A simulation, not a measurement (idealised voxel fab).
Process module, titled voxel self aligned vias
Shown is cross-section cut, with a width of 300 nm and square cells of size 5 nm.
Just so we're on the same page, the cross-sections are grids of square cells, and they're listed out in bands top to bottom, each band one or more rows deep. Band: top and bottom heights (nm) first, top before bottom; then materials from left to right, widths in nm. "throughout" marks a sole material filling the band edge to edge. "air" denotes empty space. Heights from 0 (as-received wafer is one material below). Bottom band endless downward, as "0 and below". Quick explanation for "30..40": the width changes in equal steps down the rows of cells, from the first number in the band's top row to the second number in its bottom row. Any step labelled "nothing was modified" changed none of the cells in the cross-section. Heads up: "closed voids" only lists the empty pockets with no open path to the top that are 8 cells or more, and it writes them as width x height at distance, distance from the left edge, in nm. after a step's settings: what the simulator itself notes on the step. What "overlay nm" on a step's line means: if the step has a mask, that mask lay this far to the right of its planned place, or, when the value is negative, to the left.

These are the steps we planned for the process:
| 1 | RECEIVE with material Si |
| 2 | CONFORMAL_DEP with material SiO2, thk nm 15 |
| 3 | CONFORMAL_DEP with material SiCN, thk nm 5 |
| 4 | DIRECTIONAL_DEP with material lowk, thk nm 20 |
| 5 | DIRECTIONAL_DEP with material aC, thk nm 10 |
| 6 | PATTERN with tone open, mask id LINES, material resist, width nm 20, pitch nm 60, thk nm 30, overlay nm 0 |
| 7 | DIRECTIONAL_ETCH with etch materials aC, depth nm 10 |
| 8 | STRIP with etch materials resist |
| 9 | DIRECTIONAL_ETCH with etch materials lowk, depth nm 20 |
| 10 | STRIP with etch materials aC |
| 11 | CONFORMAL_DEP with material TiN, thk nm 5 |
| 12 | FILL_DEP with material W, thk nm 5 |
| 13 | CMP with height nm 40 |
| 14 | SELECTIVE_ETCH with etch materials W Ru TiN, depth nm 10 |
| 15 | FILL_DEP with material SiN, thk nm 10 |
| 16 | CMP with height nm 40 |
| 17 | DIRECTIONAL_DEP with material lowk, thk nm 15 |
| 18 | PATTERN with tone open, mask id VIAS, material resist, width nm 40, pitch nm 60, thk nm 20, overlay nm 0 |
| 19 | DIRECTIONAL_ETCH with etch materials lowk, depth nm 15 |
| 20 | DIRECTIONAL_ETCH with etch materials SiN, depth nm 10 |
| 21 | STRIP with etch materials resist |
| 22 | CONFORMAL_DEP with material TiN, thk nm 5 |
| 23 | FILL_DEP with material W, thk nm 5 |
| 24 | CMP with height nm 55 |
| 25 | CONFORMAL_DEP with material SiN, thk nm 5 |

Concerning the first of two wafers, which was run in accordance with the plan:

Step 1 complete: cross-section of the wafer as received:
    0 and below | Si throughout
    closed voids: none

Step 2 complete: cross-section through the wafer:
    15 down to 0 | SiO2 throughout
    Below a height of 0, the structure has not been altered.

Step 3 complete: cross-section through the wafer:
    20 down to 15 | SiCN throughout
    Below a height of 15, the structure has not been altered.

Step 4 complete: cross-section through the wafer:
    40 down to 20 | lowk throughout
    Below a height of 20, the structure has not been altered.

Step 5 complete: cross-section through the wafer:
    50 down to 40 | aC throughout
    Below a height of 40, the structure has not been altered.

Step 6 complete: cross-section through the wafer:
    80 down to 50 | resist: 110; air: 20; resist: 40; air: 20; resist: 110
    Below a height of 50, the structure has not been altered.

Step 7 complete: cross-section through the wafer:
    70 down to 50 | resist: 110; air: 20; resist: 40; air: 20; resist: 110
    50 down to 40 | aC: 110; air: 20; aC: 40; air: 20; aC: 110
    Below a height of 40, the structure has not been altered.

Step 8 complete: cross-section through the wafer:
    50 down to 40 | aC: 110; air: 20; aC: 40; air: 20; aC: 110
    Below a height of 40, the structure has not been altered.

Step 9 complete: cross-section through the wafer:
    50 down to 40 | aC: 110; air: 20; aC: 40; air: 20; aC: 110
    40 down to 20 | lowk: 110; air: 20; lowk: 40; air: 20; lowk: 110
    Below a height of 20, the structure has not been altered.

Step 10 complete: cross-section through the wafer:
    40 down to 20 | lowk: 110; air: 20; lowk: 40; air: 20; lowk: 110
    Below a height of 20, the structure has not been altered.

Step 11 complete: cross-section through the wafer:
    45 down to 40 | TiN: 115; air: 10; TiN: 50; air: 10; TiN: 115
    40 down to 25 | lowk: 110; TiN: 5; air: 10; TiN: 5; lowk: 40; TiN: 5; air: 10; TiN: 5; lowk: 110
    25 down to 20 | lowk: 110; TiN: 20; lowk: 40; TiN: 20; lowk: 110
    Below a height of 20, the structure has not been altered.

Step 12 complete: cross-section through the wafer:
    50 down to 45 | W throughout
    45 down to 40 | TiN: 115; W: 10; TiN: 50; W: 10; TiN: 115
    40 down to 25 | lowk: 110; TiN: 5; W: 10; TiN: 5; lowk: 40; TiN: 5; W: 10; TiN: 5; lowk: 110
    Below a height of 25, the structure has not been altered.

Step 13 complete: cross-section through the wafer:
    40 down to 25 | lowk: 110; TiN: 5; W: 10; TiN: 5; lowk: 40; TiN: 5; W: 10; TiN: 5; lowk: 110
    Below a height of 25, the structure has not been altered.

Step 14 complete: cross-section through the wafer:
    40 down to 30 | lowk: 110; air: 20; lowk: 40; air: 20; lowk: 110
    Below a height of 30, the structure has not been altered.

Step 15 complete: cross-section through the wafer:
    50 down to 40 | SiN throughout
    40 down to 30 | lowk: 110; SiN: 20; lowk: 40; SiN: 20; lowk: 110
    Below a height of 30, the structure has not been altered.

Step 16 complete: cross-section through the wafer:
    40 down to 30 | lowk: 110; SiN: 20; lowk: 40; SiN: 20; lowk: 110
    Below a height of 30, the structure has not been altered.

Step 17 complete: cross-section through the wafer:
    55 down to 40 | lowk throughout
    Below a height of 40, the structure has not been altered.

Step 18 complete: cross-section through the wafer:
    75 down to 55 | resist: 100; air: 40; resist: 20; air: 40; resist: 100
    Below a height of 55, the structure has not been altered.

Step 19 complete: cross-section through the wafer:
    75 down to 55 | resist: 100; air: 40; resist: 20; air: 40; resist: 100
    55 down to 40 | lowk: 100; air: 40; lowk: 20; air: 40; lowk: 100
    Below a height of 40, the structure has not been altered.

Step 20 complete: cross-section through the wafer:
    75 down to 55 | resist: 100; air: 40; resist: 20; air: 40; resist: 100
    55 down to 40 | lowk: 100; air: 40; lowk: 20; air: 40; lowk: 100
    40 down to 30 | lowk: 110; air: 20; lowk: 40; air: 20; lowk: 110
    Below a height of 30, the structure has not been altered.

Step 21 complete: cross-section through the wafer:
    55 down to 40 | lowk: 100; air: 40; lowk: 20; air: 40; lowk: 100
    Below a height of 40, the structure has not been altered.

Step 22 complete: cross-section through the wafer:
    60 down to 55 | TiN: 105; air: 30; TiN: 30; air: 30; TiN: 105
    55 down to 45 | lowk: 100; TiN: 5; air: 30; TiN: 5; lowk: 20; TiN: 5; air: 30; TiN: 5; lowk: 100
    45 down to 35 | lowk: 100..110; TiN: 15..5; air: 10; TiN: 15..5; lowk: 20..40; TiN: 15..5; air: 10; TiN: 15..5; lowk: 100..110
    35 down to 30 | lowk: 110; TiN: 20; lowk: 40; TiN: 20; lowk: 110
    Below a height of 30, the structure has not been altered.

Step 23 complete: cross-section through the wafer:
    65 down to 60 | W throughout
    60 down to 55 | TiN: 105; W: 30; TiN: 30; W: 30; TiN: 105
    55 down to 45 | lowk: 100; TiN: 5; W: 30; TiN: 5; lowk: 20; TiN: 5; W: 30; TiN: 5; lowk: 100
    45 down to 35 | lowk: 100..110; TiN: 15..5; W: 10; TiN: 15..5; lowk: 20..40; TiN: 15..5; W: 10; TiN: 15..5; lowk: 100..110
    Below a height of 35, the structure has not been altered.

Step 24 complete: cross-section through the wafer:
    55 down to 45 | lowk: 100; TiN: 5; W: 30; TiN: 5; lowk: 20; TiN: 5; W: 30; TiN: 5; lowk: 100
    Below a height of 45, the structure has not been altered.

Step 25 complete: cross-section through the wafer:
    60 down to 55 | SiN throughout
    Below a height of 55, the structure has not been altered.

Wafer two. Same start, same plan, one slip in execution. Same as wafer one through step 18, inclusive:

Second wafer, sectioned view, at step 19's planned end time:
    75 down to 55 | resist: 100; air: 40; resist: 20; air: 40; resist: 100
    55 down to 40 | lowk: 100; air: 40; lowk: 20; air: 40; lowk: 100
    40 down to 35 | lowk: 100; air: 10; SiN: 20; air: 10; lowk: 20; air: 10; SiN: 20; air: 10; lowk: 100
    Below a height of 35, the structure has not been altered.

Second wafer, sectioned view, at step 20's planned end time:
    75 down to 55 | resist: 100; air: 40; resist: 20; air: 40; resist: 100
    55 down to 35 | lowk: 100; air: 40; lowk: 20; air: 40; lowk: 100
    35 down to 30 | lowk: 110; air: 20; lowk: 40; air: 20; lowk: 110
    Below a height of 30, the structure has not been altered.

Second wafer, sectioned view, at step 21's planned end time:
    55 down to 35 | lowk: 100; air: 40; lowk: 20; air: 40; lowk: 100
    Below a height of 35, the structure has not been altered.

Second wafer, sectioned view, at step 22's planned end time:
    60 down to 55 | TiN: 105; air: 30; TiN: 30; air: 30; TiN: 105
    55 down to 40 | lowk: 100; TiN: 5; air: 30; TiN: 5; lowk: 20; TiN: 5; air: 30; TiN: 5; lowk: 100
    40 down to 35 | lowk: 100; TiN: 15; air: 10; TiN: 15; lowk: 20; TiN: 15; air: 10; TiN: 15; lowk: 100
    35 down to 30 | lowk: 110; TiN: 20; lowk: 40; TiN: 20; lowk: 110
    Below a height of 30, the structure has not been altered.

Second wafer, sectioned view, at step 23's planned end time:
    65 down to 60 | W throughout
    60 down to 55 | TiN: 105; W: 30; TiN: 30; W: 30; TiN: 105
    55 down to 40 | lowk: 100; TiN: 5; W: 30; TiN: 5; lowk: 20; TiN: 5; W: 30; TiN: 5; lowk: 100
    40 down to 35 | lowk: 100; TiN: 15; W: 10; TiN: 15; lowk: 20; TiN: 15; W: 10; TiN: 15; lowk: 100
    Below a height of 35, the structure has not been altered.

Second wafer, sectioned view, at step 24's planned end time:
    55 down to 40 | lowk: 100; TiN: 5; W: 30; TiN: 5; lowk: 20; TiN: 5; W: 30; TiN: 5; lowk: 100
    Below a height of 40, the structure has not been altered.

Second wafer, sectioned view, at step 25's planned end time:
    60 down to 55 | SiN throughout
    Below a height of 55, the structure has not been altered.
Here's what went sideways: step 19 was not run as planned; what actually ran was DIRECTIONAL_ETCH with etch materials lowk, depth nm 20
Materials where the second wafer ends with more or fewer cells than the first: W +8; lowk -8
